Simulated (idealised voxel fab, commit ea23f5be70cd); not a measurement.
Process module heading - voxel capacitor over wiring
Pictured: cross-section cut, 250 nm wide, on a grid of 5 nm square cells.
We lay out every cross-section as a grid of square cells and spell it out in bands from the top down, where one band means one or more rows of cells.
The band entry comprises the height of the band's top followed by the height of its bottom, expressed in nm, and subsequently the band's materials from left to right, each stated together with its width in nm. Where a single material is marked with the word "full width", that material fills the band from edge to edge. The word "air" represents empty space.
Zero point of the height axis is 0; under it, received wafer = one material. Lowest band: continues down indefinitely, "0 nm and below".
The notation "30->40" denotes a width that varies across the rows of cells in the band, beginning at the first number in the top row, finishing at the second number in the bottom row, and changing by an identical amount from each row to the next.
Given "remained unchanged" for a step, no cell of the cross-section differs between before and after that step.
Entry "Fully closed voids" = empty spaces >= 8 cells with no open way to the top; each as width x height at distance, distance from left edge, all nm.
Whatever follows a step's settings on its line is a remark the simulator itself makes about that step.
Regarding "overlay nm": on a step with a mask, it is the distance the mask lay to the right of its planned place; a negative value places it to the left.
### Intended process steps
1,RECEIVE: material Si
2,CONFORMAL_DEP: material SiO2, thk nm 15
3,DIRECTIONAL_DEP: material TiN, thk nm 5
4,DIRECTIONAL_DEP: material W, thk nm 15
5,MASKED_ETCH: tone cover, mask id METAL_1, width nm 25, pitch nm 75, etch materials W, depth nm 15, overlay nm 0
6,MASKED_ETCH: tone cover, mask id METAL_1, width nm 25, pitch nm 75, etch materials TiN, depth nm 5, overlay nm 0
7,FILL_DEP: material lowk, thk nm 10
8,CMP: height nm 35
9,CONFORMAL_DEP: material SiCN, thk nm 5
10,DIRECTIONAL_DEP: material SiO2, thk nm 15
11,DIRECTIONAL_DEP: material aC, thk nm 15
12,PATTERN: tone open, mask id PLUG_1, material resist, width nm 15, thk nm 30, overlay nm 0
13,DIRECTIONAL_ETCH: etch materials aC, depth nm 15
14,STRIP: etch materials resist
15,DIRECTIONAL_ETCH: etch materials SiO2, depth nm 15
16,DIRECTIONAL_ETCH: etch materials SiCN, depth nm 5
17,STRIP: etch materials aC
18,CONFORMAL_DEP: material TiN, thk nm 5
19,FILL_DEP: material Cu, thk nm 10
20,CMP: height nm 55
21,DIRECTIONAL_DEP: material TiN, thk nm 5
22,DIRECTIONAL_DEP: material Al2O3, thk nm 5
23,DIRECTIONAL_DEP: material TiN, thk nm 10
24,DIRECTIONAL_DEP: material aC, thk nm 10
25,PATTERN: tone cover, mask id UPPER_PLATE, material resist, width nm 55, thk nm 30, overlay nm 0
26,DIRECTIONAL_ETCH: etch materials aC, depth nm 10
27,STRIP: etch materials resist
28,DIRECTIONAL_ETCH: etch materials TiN, depth nm 10
29,DIRECTIONAL_ETCH: etch materials Al2O3, depth nm 5
30,STRIP: etch materials aC
31,DIRECTIONAL_DEP: material aC, thk nm 15
32,PATTERN: tone cover, mask id LOWER_PLATE, material resist, width nm 65, thk nm 30, overlay nm 0
33,DIRECTIONAL_ETCH: etch materials aC, depth nm 15
34,STRIP: etch materials resist
35,DIRECTIONAL_ETCH: etch materials TiN, depth nm 5
36,STRIP: etch materials aC
37,FILL_DEP: material SiO2, thk nm 20
38,CMP: height nm 90
39,DIRECTIONAL_DEP: material aC, thk nm 10
40,PATTERN: tone open, mask id PLUG_2, material resist, width nm 15, thk nm 30, overlay nm 0
41,DIRECTIONAL_ETCH: etch materials aC, depth nm 10
42,STRIP: etch materials resist
43,DIRECTIONAL_ETCH: etch materials SiO2, depth nm 15
44,STRIP: etch materials aC
45,CONFORMAL_DEP: material TiN, thk nm 5
46,FILL_DEP: material W, thk nm 5
47,CMP: height nm 90
48,CONFORMAL_DEP: material SiCN, thk nm 5
### Cross-section of the wafer as it came to us, i.e., already through step 1
- 0 nm and below = Si full width
- Fully closed voids: none
### Cross-section, first of two wafers, end of module, run as planned
- 95 nm to 90 nm = SiCN full width
- 90 nm to 80 nm = SiO2 95, then TiN 5, then W 5, then TiN 5, then SiO2 140
- 80 nm to 75 nm = SiO2 95, then TiN 15, then SiO2 140
- 75 nm to 65 nm = SiO2 85, then TiN 55, then SiO2 110
- 65 nm to 60 nm = SiO2 85, then Al2O3 55, then SiO2 110
- 60 nm to 55 nm = SiO2 80, then TiN 65, then SiO2 105
- 55 nm to 40 nm = SiO2 85, then TiN 5, then Cu 5, then TiN 5, then SiO2 150
- 40 nm to 35 nm = SiCN 85, then TiN 15, then SiCN 150
- 35 nm to 20 nm = lowk 75, then W 25, then lowk 50, then W 25, then lowk 75
- 20 nm to 15 nm = lowk 75, then TiN 25, then lowk 50, then TiN 25, then lowk 75
- 15 nm to 0 nm = SiO2 full width
- 0 nm and below = Si full width
- Fully closed voids: none
### Cross-sectional image of the second wafer of the two following completion of the module. Starting state and process plan were the same as for the first wafer; one execution error occurred
- 95 nm to 90 nm = SiCN full width
- 90 nm to 80 nm = SiO2 95, then Al2O3 5, then W 5, then Al2O3 5, then SiO2 140
- 80 nm to 75 nm = SiO2 95, then Al2O3 15, then SiO2 140
- 75 nm to 65 nm = SiO2 85, then TiN 55, then SiO2 110
- 65 nm to 60 nm = SiO2 85, then Al2O3 55, then SiO2 110
- 60 nm to 55 nm = SiO2 80, then TiN 65, then SiO2 105
- 55 nm to 40 nm = SiO2 85, then TiN 5, then Cu 5, then TiN 5, then SiO2 150
- 40 nm to 35 nm = SiCN 85, then TiN 15, then SiCN 150
- 35 nm to 20 nm = lowk 75, then W 25, then lowk 50, then W 25, then lowk 75
- 20 nm to 15 nm = lowk 75, then TiN 25, then lowk 50, then TiN 25, then lowk 75
- 15 nm to 0 nm = SiO2 full width
- 0 nm and below = Si full width
- Fully closed voids: none
Against the plan, the run slipped here: step 45 was not run as planned; what actually ran was CONFORMAL_DEP: material Al2O3, thk nm 5
Final wafer comparison in cells, second versus first, more or fewer per material: +7 Al2O3; -7 TiN
